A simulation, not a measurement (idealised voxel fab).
process module | voxel capacitor over wiring
cross-section cut | 255 nm wide | cells 5 nm
A cross-section is a grid of square cells, given in bands from the top down. A band is one or more rows of cells.
Each band's line starts with the height of the band's top and of its bottom, in nm. Then come its materials from left to right, each with its width in nm. One material with "throughout" fills the band from edge to edge. "air" is empty space.
Height 0 is the level under which the wafer as received is all one material. The lowest band goes on downwards, as in "0 down".
A width such as "30 to 40" changes by the same amount from each row of cells to the next, from the band's top row to its bottom row.
"no change" after a step means that no cell of the cross-section changed.
closed voids: empty space of 8 cells or more with no open way to the top, each as width x height at its distance from the left edge, in nm
after a step's settings: what the simulator itself notes on the step
overlay nm, on a step with a mask: how far to the right of its planned place the mask lay; to the left if negative
Each pair below shows a cross-section before one step and the cross-section after it, down to the lowest band that changed. The line under each pair gives the step between them, with its settings. The pairs can come from different runs of this module on the same starting wafer, so a pair continues from the pair above only where its "before" says so.
before
  85 to 75: SiO2 throughout
  75 to 70: SiO2 80 | TiN 70 | SiO2 105
  70 to 65: SiO2 80 | Al2O3 70 | SiO2 105
  65 to 55: SiO2 75 | TiN 80 | SiO2 100
  55 to 45: lowk 80 | Ru 15 | lowk 160
  45 to 40: SiCN 80 | Ru 15 | SiCN 160
  40 to 20: lowk 75 | W 20 | lowk 65 | W 20 | lowk 75
  20 to 15: SiCN throughout
  15 to 0: SiO2 throughout
  0 down: Si throughout
  closed voids: none
after
  85 to 75: SiO2 90 | air 15 | SiO2 150
  below 75: unchanged
  closed voids: none
the step between: op MASKED_ETCH | tone open | mask id PLUG_2 | width nm 15 | etch materials SiO2 | depth nm 10 | overlay nm 0
before: the cross-section after the pair above
after
  90 to 85: TiN 95 | air 5 | TiN 155
  85 to 80: SiO2 90 | TiN 5 | air 5 | TiN 5 | SiO2 150
  80 to 70: SiO2 90 to 80 | TiN 15 to 70 | SiO2 150 to 105
  below 70: unchanged
  closed voids: none
the step between: op CONFORMAL_DEP | material TiN | thk nm 5
before: the cross-section after the pair above
after
  95 to 90: W throughout
  90 to 85: TiN 95 | W 5 | TiN 155
  85 to 80: SiO2 90 | TiN 5 | W 5 | TiN 5 | SiO2 150
  below 80: unchanged
  closed voids: none
the step between: op FILL_DEP | material W | thk nm 5
before: the cross-section after the pair above
after
  85 to 80: SiO2 90 | TiN 5 | W 5 | TiN 5 | SiO2 150
  below 80: unchanged
  closed voids: none
the step between: op CMP | height nm 85
before: the cross-section after the pair above
after
  90 to 85: SiN throughout
  below 85: unchanged
  closed voids: none
the step between: op CONFORMAL_DEP | material SiN | thk nm 5
before
  40 to 20: W throughout
  20 to 15: TiN throughout
  15 to 0: SiO2 throughout
  0 down: Si throughout
  closed voids: none
after
  40 to 20: W 75 | air 20 | W 65 | air 20 | W 75
  below 20: unchanged
  closed voids: none
the step between: op MASKED_ETCH | tone open | mask id METAL_1 | width nm 20 | pitch nm 85 | etch materials W | depth nm 20 | overlay nm 0
before: the cross-section after the pair above
after
  45 to 40: lowk throughout
  40 to 20: W 75 | lowk 20 | W 65 | lowk 20 | W 75
  below 20: unchanged
  closed voids: none
the step between: op FILL_DEP | material lowk | thk nm 5
before: the cross-section after the pair above
after
  40 to 20: W 75 | lowk 20 | W 65 | lowk 20 | W 75
  below 20: unchanged
  closed voids: none
the step between: op CMP | height nm 40
before: the cross-section after the pair above
after
  45 to 40: SiCN throughout
  below 40: unchanged
  closed voids: none
the step between: op CONFORMAL_DEP | material SiCN | thk nm 5
before: the cross-section after the pair above
after
  55 to 45: lowk throughout
  below 45: unchanged
  closed voids: none
the step between: op DIRECTIONAL_DEP | material lowk | thk nm 10
before: the cross-section after the pair above
after
  65 to 55: aC throughout
  below 55: unchanged
  closed voids: none
the step between: op DIRECTIONAL_DEP | material aC | thk nm 10
before: the cross-section after the pair above
after
  95 to 65: resist 80 | air 15 | resist 160
  below 65: unchanged
  closed voids: none
the step between: op PATTERN | tone open | mask id PLUG_1 | material resist | width nm 15 | thk nm 30 | overlay nm 0
before: the cross-section after the pair above
after
  85 to 65: resist 80 | air 15 | resist 160
  65 to 55: aC 80 | air 15 | aC 160
  below 55: unchanged
  closed voids: none
the step between: op DIRECTIONAL_ETCH | etch materials aC | depth nm 10
before: the cross-section after the pair above
after
  65 to 55: aC 80 | air 15 | aC 160
  below 55: unchanged
  closed voids: none
the step between: op STRIP | etch materials resist
before: the cross-section after the pair above
after
  65 to 55: aC 80 | air 15 | aC 160
  55 to 45: lowk 80 | air 15 | lowk 160
  below 45: unchanged
  closed voids: none
the step between: op DIRECTIONAL_ETCH | etch materials lowk | depth nm 10
before: the cross-section after the pair above
after
  65 to 55: aC 80 | air 15 | aC 160
  55 to 45: lowk 80 | air 15 | lowk 160
  45 to 40: SiCN 80 | air 15 | SiCN 160
  below 40: unchanged
  closed voids: none
the step between: op DIRECTIONAL_ETCH | etch materials SiCN | depth nm 5
before: the cross-section after the pair above
after
  55 to 45: lowk 80 | air 15 | lowk 160
  below 45: unchanged
  closed voids: none
the step between: op STRIP | etch materials aC
before: the cross-section after the pair above
after
  65 to 55: TiN 80 | air 15 | TiN 160
  55 to 50: lowk 80 | air 15 | lowk 160
  50 to 45: lowk 80 | TiN 15 | lowk 160
  45 to 40: SiCN 80 | TiN 15 | SiCN 160
  below 40: unchanged
  closed voids: none
the step between: op DIRECTIONAL_DEP | material TiN | thk nm 10
before: the cross-section after the pair above
after
  70 to 65: Al2O3 80 | air 15 | Al2O3 160
  65 to 55: TiN 80 | air 15 | TiN 160
  55 to 50: lowk 80 | Al2O3 15 | lowk 160
  below 50: unchanged
  closed voids: none
the step between: op DIRECTIONAL_DEP | material Al2O3 | thk nm 5
before: the cross-section after the pair above
after
  75 to 70: TiN 80 | air 15 | TiN 160
  70 to 65: Al2O3 80 | air 15 | Al2O3 160
  65 to 60: TiN 80 | air 15 | TiN 160
  60 to 55: TiN throughout
  below 55: unchanged
  closed voids: none
the step between: op DIRECTIONAL_DEP | material TiN | thk nm 5
before: the cross-section after the pair above
after
  85 to 75: aC 80 | air 15 | aC 160
  75 to 70: TiN 80 | air 15 | TiN 160
  70 to 65: Al2O3 80 | aC 15 | Al2O3 160
  65 to 60: TiN 80 | aC 15 | TiN 160
  below 60: unchanged
  closed voids: none
the step between: op DIRECTIONAL_DEP | material aC | thk nm 10
before: the cross-section after the pair above
after
  110 to 85: air 80 | resist 70 | air 105
  85 to 75: aC 80 | resist 15 | aC 160
  75 to 70: TiN 80 | resist 15 | TiN 160
  below 70: unchanged
  closed voids: none
the step between: op PATTERN | tone cover | mask id UPPER_PLATE | material resist | width nm 70 | thk nm 25 | overlay nm 0
before: the cross-section after the pair above
after
  100 to 85: air 80 | resist 70 | air 105
  85 to 75: air 80 | resist 15 | aC 55 | air 105
  below 75: unchanged
  closed voids: none
the step between: op DIRECTIONAL_ETCH | etch materials aC | depth nm 10
before: the cross-section after the pair above
after
  85 to 75: air 95 | aC 55 | air 105
  75 to 70: TiN 80 | air 15 | TiN 160
  below 70: unchanged
  closed voids: none
the step between: op STRIP | etch materials resist
before: the cross-section after the pair above
after
  85 to 75: air 95 | aC 55 | air 105
  75 to 70: air 95 | TiN 55 | air 105
  below 70: unchanged
  closed voids: none
the step between: op DIRECTIONAL_ETCH | etch materials TiN | depth nm 5
before: the cross-section after the pair above
after
  85 to 75: air 95 | aC 55 | air 105
  75 to 70: air 95 | TiN 55 | air 105
  70 to 65: air 80 | aC 15 | Al2O3 55 | air 105
  below 65: unchanged
  closed voids: none
the step between: op DIRECTIONAL_ETCH | etch materials Al2O3 | depth nm 5
before: the cross-section after the pair above
after
  75 to 70: air 95 | TiN 55 | air 105
  70 to 65: air 95 | Al2O3 55 | air 105
  65 to 60: TiN 80 | air 15 | TiN 160
  below 60: unchanged
  closed voids: none
the step between: op STRIP | etch materials aC
before: the cross-section after the pair above
after
  90 to 80: air 95 | aC 55 | air 105
  80 to 75: aC 80 | air 15 | aC 160
  75 to 70: aC 95 | TiN 55 | aC 105
  70 to 65: aC 95 | Al2O3 55 | aC 105
  65 to 60: TiN 80 | aC 15 | TiN 160
  below 60: unchanged
  closed voids: none
the step between: op DIRECTIONAL_DEP | material aC | thk nm 15
before: the cross-section after the pair above
after
  125 to 90: air 75 | resist 80 | air 100
  90 to 80: air 75 | resist 20 | aC 55 | resist 5 | air 100
  80 to 75: aC 80 | resist 15 | aC 160
  below 75: unchanged
  closed voids: none
the step between: op PATTERN | tone cover | mask id LOWER_PLATE | material resist | width nm 80 | thk nm 35 | overlay nm 0
before: the cross-section after the pair above
after
  110 to 90: air 75 | resist 80 | air 100
  90 to 80: air 75 | resist 20 | aC 55 | resist 5 | air 100
  80 to 75: air 75 | aC 5 | resist 15 | aC 60 | air 100
  75 to 70: air 75 | aC 20 | TiN 55 | aC 5 | air 100
  70 to 65: air 75 | aC 20 | Al2O3 55 | aC 5 | air 100
  below 65: unchanged
  closed voids: none
the step between: op DIRECTIONAL_ETCH | etch materials aC | depth nm 15
before: the cross-section after the pair above
after
  90 to 80: air 95 | aC 55 | air 105
  80 to 75: air 75 | aC 5 | air 15 | aC 60 | air 100
  below 75: unchanged
  closed voids: none
the step between: op STRIP | etch materials resist
before: the cross-section after the pair above
after
  90 to 80: air 95 | aC 55 | air 105
  80 to 75: air 75 | aC 5 | air 15 | aC 60 | air 100
  75 to 70: air 75 | aC 20 | TiN 55 | aC 5 | air 100
  70 to 65: air 75 | aC 20 | Al2O3 55 | aC 5 | air 100
  65 to 60: air 75 | TiN 5 | aC 15 | TiN 60 | air 100
  60 to 55: air 75 | TiN 80 | air 100
  below 55: unchanged
  closed voids: none
the step between: op DIRECTIONAL_ETCH | etch materials TiN | depth nm 10
before: the cross-section after the pair above
after
  75 to 70: air 95 | TiN 55 | air 105
  70 to 65: air 95 | Al2O3 55 | air 105
  65 to 60: air 75 | TiN 5 | air 15 | TiN 60 | air 100
  below 60: unchanged
  closed voids: none
the step between: op STRIP | etch materials aC
before: the cross-section after the pair above
after
  90 to 75: SiO2 throughout
  75 to 70: SiO2 95 | TiN 55 | SiO2 105
  70 to 65: SiO2 95 | Al2O3 55 | SiO2 105
  65 to 60: SiO2 75 | TiN 5 | SiO2 15 | TiN 60 | SiO2 100
  60 to 55: SiO2 75 | TiN 80 | SiO2 100
  below 55: unchanged
  closed voids: none
the step between: op FILL_DEP | material SiO2 | thk nm 15
before: the cross-section after the pair above
after
  85 to 75: SiO2 throughout
  below 75: unchanged
  closed voids: none
the step between: op CMP | height nm 85
before: the cross-section after the pair above
after
  85 to 75: SiO2 90 | air 15 | SiO2 150
  below 75: unchanged
  closed voids: none
the step between: op MASKED_ETCH | tone open | mask id PLUG_2 | width nm 15 | etch materials SiO2 | depth nm 10 | overlay nm 0
before: the cross-section after the pair above
after
  90 to 85: TiN 95 | air 5 | TiN 155
  85 to 80: SiO2 90 | TiN 5 | air 5 | TiN 5 | SiO2 150
  80 to 70: SiO2 90 to 95 | TiN 15 to 55 | SiO2 150 to 105
  below 70: unchanged
  closed voids: none
the step between: op CONFORMAL_DEP | material TiN | thk nm 5
before: the cross-section after the pair above
after
  95 to 90: W throughout
  90 to 85: TiN 95 | W 5 | TiN 155
  85 to 80: SiO2 90 | TiN 5 | W 5 | TiN 5 | SiO2 150
  below 80: unchanged
  closed voids: none
the step between: op FILL_DEP | material W | thk nm 5
before: the cross-section after the pair above
after
  85 to 80: SiO2 90 | TiN 5 | W 5 | TiN 5 | SiO2 150
  below 80: unchanged
  closed voids: none
the step between: op CMP | height nm 85
before: the cross-section after the pair above
after
  90 to 85: SiN throughout
  below 85: unchanged
  closed voids: none
the step between: op CONFORMAL_DEP | material SiN | thk nm 5
